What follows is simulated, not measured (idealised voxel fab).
Presented below is a process module, voxel capacitor over wiring.
Cross-sectional view cut (width: 205 nm; square cell size: 5 nm).
Cross-sections here: square-cell grids, written as top-down lists of bands, a band being one or more rows of cells.
Each band's line starts with the height of the band's top and of its bottom, in nm. Then come its materials from left to right, each with its width in nm. One material with "all across" fills the band from edge to edge. "blank" is empty space.
Basically, 0 is our baseline, since under it the wafer straight out of the box is all one material. The bottom band has no lower end and keeps on going down, so it looks like "z 0 and below".
Read "30 to 40" as a graded width: first number on top, second number at the bottom, same change between each pair of neighbouring rows.
Given "identical to before" for a step, no cell of the cross-section differs between before and after that step.
You'll see "Enclosed empty spaces" listing empty spaces that have no way open to the top, as long as they're 8 cells or more; the notation is width x height at distance, where the distance is from the left edge, and all of it is in nm.
The remark found on a step's line after its settings is issued by the simulator itself and pertains to that step.
Each step line may optionally specify "overlay nm", which for a step with a mask gives the rightward distance between the mask's planned place and where it lay, a negative value indicating the leftward direction.

-- This section lists the process steps that were planned
- 1: RECEIVE, material Si
- 2: CONFORMAL_DEP, material SiO2, thk nm 15
- 3: DIRECTIONAL_DEP, material TiN, thk nm 5
- 4: DIRECTIONAL_DEP, material Ru, thk nm 20
- 5: PATTERN, tone cover, mask id METAL_1, material resist, width nm 25, pitch nm 90, thk nm 20, overlay nm 0
- 6: DIRECTIONAL_ETCH, etch materials Ru, depth nm 20
- 7: DIRECTIONAL_ETCH, etch materials TiN, depth nm 5
- 8: STRIP, etch materials resist
- 9: CONFORMAL_DEP, material SiCN, thk nm 5
- 10: FILL_DEP, material lowk, thk nm 5
- 11: CMP, height nm 40
- 12: CONFORMAL_DEP, material SiCN, thk nm 5
- 13: DIRECTIONAL_DEP, material SiO2, thk nm 10
- 14: PATTERN, tone open, mask id PLUG_1, material resist, width nm 15, thk nm 20, overlay nm 0
- 15: DIRECTIONAL_ETCH, etch materials SiO2, depth nm 10
- 16: DIRECTIONAL_ETCH, etch materials SiCN, depth nm 5
- 17: STRIP, etch materials resist
- 18: EPI, material Ru, thk nm 10
- 19: EPI, material Ru, thk nm 5
- 20: DIRECTIONAL_DEP, material TiN, thk nm 10
- 21: DIRECTIONAL_DEP, material Al2O3, thk nm 5
- 22: DIRECTIONAL_DEP, material TiN, thk nm 10
- 23: PATTERN, tone cover, mask id UPPER_PLATE, material resist, width nm 70, thk nm 15, overlay nm 0
- 24: DIRECTIONAL_ETCH, etch materials TiN, depth nm 10
- 25: DIRECTIONAL_ETCH, etch materials Al2O3, depth nm 5
- 26: STRIP, etch materials resist
- 27: PATTERN, tone cover, mask id LOWER_PLATE, material resist, width nm 80, thk nm 20, overlay nm 0
- 28: DIRECTIONAL_ETCH, etch materials TiN, depth nm 10
- 29: STRIP, etch materials resist
- 30: FILL_DEP, material SiO2, thk nm 20
- 31: CMP, height nm 95
- 32: DIRECTIONAL_DEP, material aC, thk nm 15
- 33: PATTERN, tone open, mask id PLUG_2, material resist, width nm 15, thk nm 30, overlay nm 0
- 34: DIRECTIONAL_ETCH, etch materials aC, depth nm 15
- 35: STRIP, etch materials resist
- 36: DIRECTIONAL_ETCH, etch materials SiO2, depth nm 15
- 37: STRIP, etch materials aC
- 38: CONFORMAL_DEP, material TiN, thk nm 5
- 39: FILL_DEP, material W, thk nm 10
- 40: CMP, height nm 95
- 41: CONFORMAL_DEP, material SiCN, thk nm 5
The wafers are alike at the start. At step 33, their width nm differs. The plan lists the first wafer's value.

-- As received, i.e. after step 1: cross-section through the first of several wafers
> z 0 and below  Si all across
> Enclosed empty spaces: none

-- Here's the first of several wafers in cross-section, end of the module, after the last step, step 41
> z 100 to 95  SiCN all across
> z 95 to 85  SiO2 65 | TiN 5 | W 5 | TiN 5 | SiO2 125
> z 85 to 80  SiO2 65 | TiN 15 | SiO2 125
> z 80 to 70  SiO2 55 | TiN 70 | SiO2 80
> z 70 to 65  SiO2 55 | Al2O3 70 | SiO2 80
> z 65 to 55  SiO2 50 | TiN 80 | SiO2 75
> z 55 to 45  SiO2 55 | Ru 15 | SiO2 135
> z 45 to 40  SiCN 55 | Ru 15 | SiCN 135
> z 40 to 20  lowk 40 | SiCN 5 | Ru 25 | SiCN 5 | lowk 55 | SiCN 5 | Ru 25 | SiCN 5 | lowk 40
> z 20 to 15  SiCN 45 | TiN 25 | SiCN 65 | TiN 25 | SiCN 45
> z 15 to 0  SiO2 all across
> z 0 and below  Si all across
> Enclosed empty spaces: none

-- Last-wafer cross-section at the end of the module
> z 100 to 95  SiCN all across
> z 95 to 85  SiO2 60 | TiN 5 | W 20 | TiN 5 | SiO2 115
> z 85 to 80  SiO2 60 | TiN 30 | SiO2 115
> z 80 to 70  SiO2 55 | TiN 70 | SiO2 80
> z 70 to 65  SiO2 55 | Al2O3 70 | SiO2 80
> z 65 to 55  SiO2 50 | TiN 80 | SiO2 75
> z 55 to 45  SiO2 55 | Ru 15 | SiO2 135
> z 45 to 40  SiCN 55 | Ru 15 | SiCN 135
> z 40 to 20  lowk 40 | SiCN 5 | Ru 25 | SiCN 5 | lowk 55 | SiCN 5 | Ru 25 | SiCN 5 | lowk 40
> z 20 to 15  SiCN 45 | TiN 25 | SiCN 65 | TiN 25 | SiCN 45
> z 15 to 0  SiO2 all across
> z 0 and below  Si all across
> Enclosed empty spaces: none

-- Note: the following table is arranged by wafer, a row apiece. Each row reports the end-of-module state: per material, cells gained (+) or cells lost (-) compared with the wafer as received; closed voids follow
width nm 15; +14 Al2O3; +49 Ru; +126 SiCN; +444 SiO2; +77 TiN; +2 W; +108 lowk; Enclosed empty spaces: none
width nm 20; +14 Al2O3; +49 Ru; +126 SiCN; +441 SiO2; +78 TiN; +4 W; +108 lowk; Enclosed empty spaces: none
width nm 25; +14 Al2O3; +49 Ru; +126 SiCN; +438 SiO2; +79 TiN; +6 W; +108 lowk; Enclosed empty spaces: none
width nm 30; +14 Al2O3; +49 Ru; +126 SiCN; +435 SiO2; +80 TiN; +8 W; +108 lowk; Enclosed empty spaces: none
